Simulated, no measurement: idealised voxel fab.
process module | voxel ribs on slabs
cross-section cut | 295 nm wide | cells 5 nm
A cross-section is a grid of square cells, given in bands from the top down. A band is one or more rows of cells.
Each band's line starts with the height of the band's top and of its bottom, in nm. Then come its materials from left to right, each with its width in nm. One material with "throughout" fills the band from edge to edge. "air" is empty space.
Height 0 is the level under which the wafer as received is all one material. The lowest band goes on downwards, as in "0 down".
A width such as "30 to 40" changes by the same amount from each row of cells to the next, from the band's top row to its bottom row.
"no change" after a step means that no cell of the cross-section changed.
closed voids: empty space of 8 cells or more with no open way to the top, each as width x height at its distance from the left edge, in nm
after a step's settings: what the simulator itself notes on the step
overlay nm, on a step with a mask: how far to the right of its planned place the mask lay; to the left if negative
plan
1 op RECEIVE | material Si
2 op DIRECTIONAL_DEP | material SiO2 | thk nm 20
3 op DIRECTIONAL_DEP | material SiN | thk nm 15
4 op PATTERN | tone cover | mask id RIB | material resist | width nm 25 | thk nm 15 | overlay nm 0
5 op DIRECTIONAL_ETCH | etch materials SiN | depth nm 10
6 op STRIP | etch materials resist
7 op PATTERN | tone cover | mask id SLAB | material resist | width nm 65 | thk nm 15 | overlay nm -15
8 op DIRECTIONAL_ETCH | etch materials SiN | depth nm 5
9 op STRIP | etch materials resist
10 op FILL_DEP | material SiO2 | thk nm 15
11 op CMP | height nm 45
12 op DIRECTIONAL_DEP | material TiN | thk nm 10
13 op MASKED_ETCH | tone cover | mask id HEATER | width nm 35 | etch materials TiN | depth nm 10 | overlay nm 0
14 op CONFORMAL_DEP | material SiN | thk nm 10
varied across the wafers: overlay nm of step 7. The plan shows the first wafer's value. All wafers start alike
first wafer as received, after step 1
  0 down: Si throughout
  closed voids: none
first wafer at the end, after step 14
  65 to 55: air 120 | SiN 55 | air 120
  55 to 45: SiN 130 | TiN 35 | SiN 130
  45 to 35: SiO2 throughout
  35 to 25: SiO2 135 | SiN 25 | SiO2 135
  25 to 20: SiO2 100 | SiN 65 | SiO2 130
  20 to 0: SiO2 throughout
  0 down: Si throughout
  closed voids: none
last wafer at the end
  65 to 55: air 120 | SiN 55 | air 120
  55 to 45: SiN 130 | TiN 35 | SiN 130
  45 to 35: SiO2 throughout
  35 to 25: SiO2 135 | SiN 25 | SiO2 135
  25 to 20: SiO2 130 | SiN 65 | SiO2 100
  20 to 0: SiO2 throughout
  0 down: Si throughout
  closed voids: none
each wafer at the end: cells of each material gained (+) or lost (-) since it was received, then its closed voids
overlay nm -15 | +149 SiN | +508 SiO2 | +14 TiN | closed voids: none
overlay nm -10 | +149 SiN | +508 SiO2 | +14 TiN | closed voids: none
overlay nm -5 | +149 SiN | +508 SiO2 | +14 TiN | closed voids: none
overlay nm 0 | +149 SiN | +508 SiO2 | +14 TiN | closed voids: none
overlay nm 5 | +149 SiN | +508 SiO2 | +14 TiN | closed voids: none
overlay nm 10 | +149 SiN | +508 SiO2 | +14 TiN | closed voids: none
overlay nm 15 | +149 SiN | +508 SiO2 | +14 TiN | closed voids: none
